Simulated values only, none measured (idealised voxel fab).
Process module under the name voxel released beams
FYI the section here is cut, 170 nm wide, cells are 5 nm squares.
A cross-section is a grid of square cells, given in bands from the top down. A band is one or more rows of cells.
It is stipulated that each band's entry specify, in nanometres, the height of the top of the band and then that of its bottom, followed by the materials of the band in left-to-right sequence, each together with its width in nanometres. A single material marked by the word "everywhere" is understood to fill the band from edge to edge; the word "empty" is understood to denote empty space.
Convention: height 0 is the level below which the wafer, as received, is all one material. The lowest band does not terminate at the bottom but continues downward, represented as "0 nm and below".
Read "30->40" as a graded width: first number on top, second number at the bottom, same change between each pair of neighbouring rows.
"no change occurred", as given for a step, is the statement that not any cell of the cross-section underwent a change during that step.
What "Closed void listing" gives you is every empty space of 8 cells or more that is cut off from the top. Each appears as width x height at distance, with the distance taken from the left edge and width, height and distance all in nm.
Step line, after settings: the simulator's comment on this step.
When a step includes a mask, the "overlay nm" setting on its line states how far to the right of its planned place that mask lay, and negative values state how far to the left.
# Set out below are the planned steps of the process
1 RECEIVE (material Si)
2 CONFORMAL_DEP (material Al2O3; thk nm 5)
3 DIRECTIONAL_DEP (material SiO2; thk nm 10)
4 DIRECTIONAL_DEP (material aC; thk nm 10)
5 PATTERN (tone open; mask id ANCHOR; material resist; width nm 35; thk nm 25; overlay nm 0)
6 DIRECTIONAL_ETCH (etch materials aC; depth nm 10)
7 STRIP (etch materials resist)
8 DIRECTIONAL_ETCH (etch materials SiO2; depth nm 10)
9 STRIP (etch materials aC)
10 CONFORMAL_DEP (material SiN; thk nm 10)
11 DIRECTIONAL_DEP (material aC; thk nm 10)
12 PATTERN (tone cover; mask id BEAM; material resist; width nm 90; thk nm 30; overlay nm 0)
13 DIRECTIONAL_ETCH (etch materials aC; depth nm 10)
14 STRIP (etch materials resist)
15 DIRECTIONAL_ETCH (etch materials SiN; depth nm 10)
16 STRIP (etch materials aC)
17 STRIP (etch materials SiO2)
# The following pertains to the first of two wafers, which was processed as planned
# Cross-section of the wafer as it came to us, i.e., already through step 1
* 0 nm and below | Si everywhere
* Closed void listing: none
# State of the wafer after step 2, shown in cross-section
* 5 nm to 0 nm | Al2O3 everywhere
* Rest of section, below 0: as before.
# State of the wafer after step 3, shown in cross-section
* 15 nm to 5 nm | SiO2 everywhere
* Rest of section, below 5: as before.
# State of the wafer after step 4, shown in cross-section
* 25 nm to 15 nm | aC everywhere
* Rest of section, below 15: as before.
# State of the wafer after step 5, shown in cross-section
* 50 nm to 25 nm | resist 40 nm, empty 35 nm, resist 95 nm
* Rest of section, below 25: as before.
# State of the wafer after step 6, shown in cross-section
* 40 nm to 25 nm | resist 40 nm, empty 35 nm, resist 95 nm
* 25 nm to 15 nm | aC 40 nm, empty 35 nm, aC 95 nm
* Rest of section, below 15: as before.
# State of the wafer after step 7, shown in cross-section
* 25 nm to 15 nm | aC 40 nm, empty 35 nm, aC 95 nm
* Rest of section, below 15: as before.
# State of the wafer after step 8, shown in cross-section
* 25 nm to 15 nm | aC 40 nm, empty 35 nm, aC 95 nm
* 15 nm to 5 nm | SiO2 40 nm, empty 35 nm, SiO2 95 nm
* Rest of section, below 5: as before.
# State of the wafer after step 9, shown in cross-section
* 15 nm to 5 nm | SiO2 40 nm, empty 35 nm, SiO2 95 nm
* Rest of section, below 5: as before.
# State of the wafer after step 10, shown in cross-section
* 25 nm to 15 nm | SiN 50 nm, empty 15 nm, SiN 105 nm
* 15 nm to 5 nm | SiO2 40 nm, SiN 35 nm, SiO2 95 nm
* Rest of section, below 5: as before.
# State of the wafer after step 11, shown in cross-section
* 35 nm to 25 nm | aC 50 nm, empty 15 nm, aC 105 nm
* 25 nm to 15 nm | SiN 50 nm, aC 15 nm, SiN 105 nm
* Rest of section, below 15: as before.
# State of the wafer after step 12, shown in cross-section
* 65 nm to 35 nm | empty 35 nm, resist 90 nm, empty 45 nm
* 35 nm to 25 nm | aC 50 nm, resist 15 nm, aC 105 nm
* Rest of section, below 25: as before.
# State of the wafer after step 13, shown in cross-section
* 55 nm to 35 nm | empty 35 nm, resist 90 nm, empty 45 nm
* 35 nm to 25 nm | empty 35 nm, aC 15 nm, resist 15 nm, aC 60 nm, empty 45 nm
* Rest of section, below 25: as before.
# State of the wafer after step 14, shown in cross-section
* 35 nm to 25 nm | empty 35 nm, aC 15 nm, empty 15 nm, aC 60 nm, empty 45 nm
* Rest of section, below 25: as before.
# State of the wafer after step 15, shown in cross-section
* 35 nm to 25 nm | empty 35 nm, aC 15 nm, empty 15 nm, aC 60 nm, empty 45 nm
* 25 nm to 15 nm | empty 35 nm, SiN 15 nm, aC 15 nm, SiN 60 nm, empty 45 nm
* Rest of section, below 15: as before.
# State of the wafer after step 16, shown in cross-section
* 25 nm to 15 nm | empty 35 nm, SiN 15 nm, empty 15 nm, SiN 60 nm, empty 45 nm
* Rest of section, below 15: as before.
# State of the wafer after step 17, shown in cross-section
* 25 nm to 15 nm | empty 35 nm, SiN 15 nm, empty 15 nm, SiN 60 nm, empty 45 nm
* 15 nm to 5 nm | empty 40 nm, SiN 35 nm, empty 95 nm
* Rest of section, below 5: as before.
# Wafer two: like wafer one in start and plan, but with one mistake in execution; identical up to and including step 1
# Cross-section of the second wafer when, according to plan, step 2 should have finished
* 10 nm to 0 nm | SiO2 everywhere
* Rest of section, below 0: as before.
# Cross-section of the second wafer when, according to plan, step 3 should have finished
* 15 nm to 10 nm | Al2O3 everywhere
* Rest of section, below 10: as before.
# Cross-section of the second wafer when, according to plan, step 4 should have finished
* 25 nm to 15 nm | aC everywhere
* Rest of section, below 15: as before.
# Cross-section of the second wafer when, according to plan, step 5 should have finished
* 50 nm to 25 nm | resist 40 nm, empty 35 nm, resist 95 nm
* Rest of section, below 25: as before.
# Cross-section of the second wafer when, according to plan, step 6 should have finished
* 40 nm to 25 nm | resist 40 nm, empty 35 nm, resist 95 nm
* 25 nm to 15 nm | aC 40 nm, empty 35 nm, aC 95 nm
* Rest of section, below 15: as before.
# Cross-section of the second wafer when, according to plan, step 7 should have finished
* 25 nm to 15 nm | aC 40 nm, empty 35 nm, aC 95 nm
* Rest of section, below 15: as before.
Cross-section of the second wafer when, according to plan, step 8 should have finished: no change occurred
# Cross-section of the second wafer when, according to plan, step 9 should have finished
* 15 nm to 10 nm | Al2O3 everywhere
* Rest of section, below 10: as before.
# Cross-section of the second wafer when, according to plan, step 10 should have finished
* 25 nm to 15 nm | SiN everywhere
* Rest of section, below 15: as before.
# Cross-section of the second wafer when, according to plan, step 11 should have finished
* 35 nm to 25 nm | aC everywhere
* Rest of section, below 25: as before.
# Cross-section of the second wafer when, according to plan, step 12 should have finished
* 65 nm to 35 nm | empty 35 nm, resist 90 nm, empty 45 nm
* Rest of section, below 35: as before.
# Cross-section of the second wafer when, according to plan, step 13 should have finished
* 55 nm to 35 nm | empty 35 nm, resist 90 nm, empty 45 nm
* 35 nm to 25 nm | empty 35 nm, aC 90 nm, empty 45 nm
* Rest of section, below 25: as before.
# Cross-section of the second wafer when, according to plan, step 14 should have finished
* 35 nm to 25 nm | empty 35 nm, aC 90 nm, empty 45 nm
* Rest of section, below 25: as before.
# Cross-section of the second wafer when, according to plan, step 15 should have finished
* 35 nm to 25 nm | empty 35 nm, aC 90 nm, empty 45 nm
* 25 nm to 15 nm | empty 35 nm, SiN 90 nm, empty 45 nm
* Rest of section, below 15: as before.
# Cross-section of the second wafer when, according to plan, step 16 should have finished
* 25 nm to 15 nm | empty 35 nm, SiN 90 nm, empty 45 nm
* Rest of section, below 15: as before.
Cross-section of the second wafer when, according to plan, step 17 should have finished: no change occurred
What went wrong in running the wafer? mixed up steps 2 and 3 - ran each in the other's place
at the end the second wafer has, in cells: -8 SiN, +68 SiO2
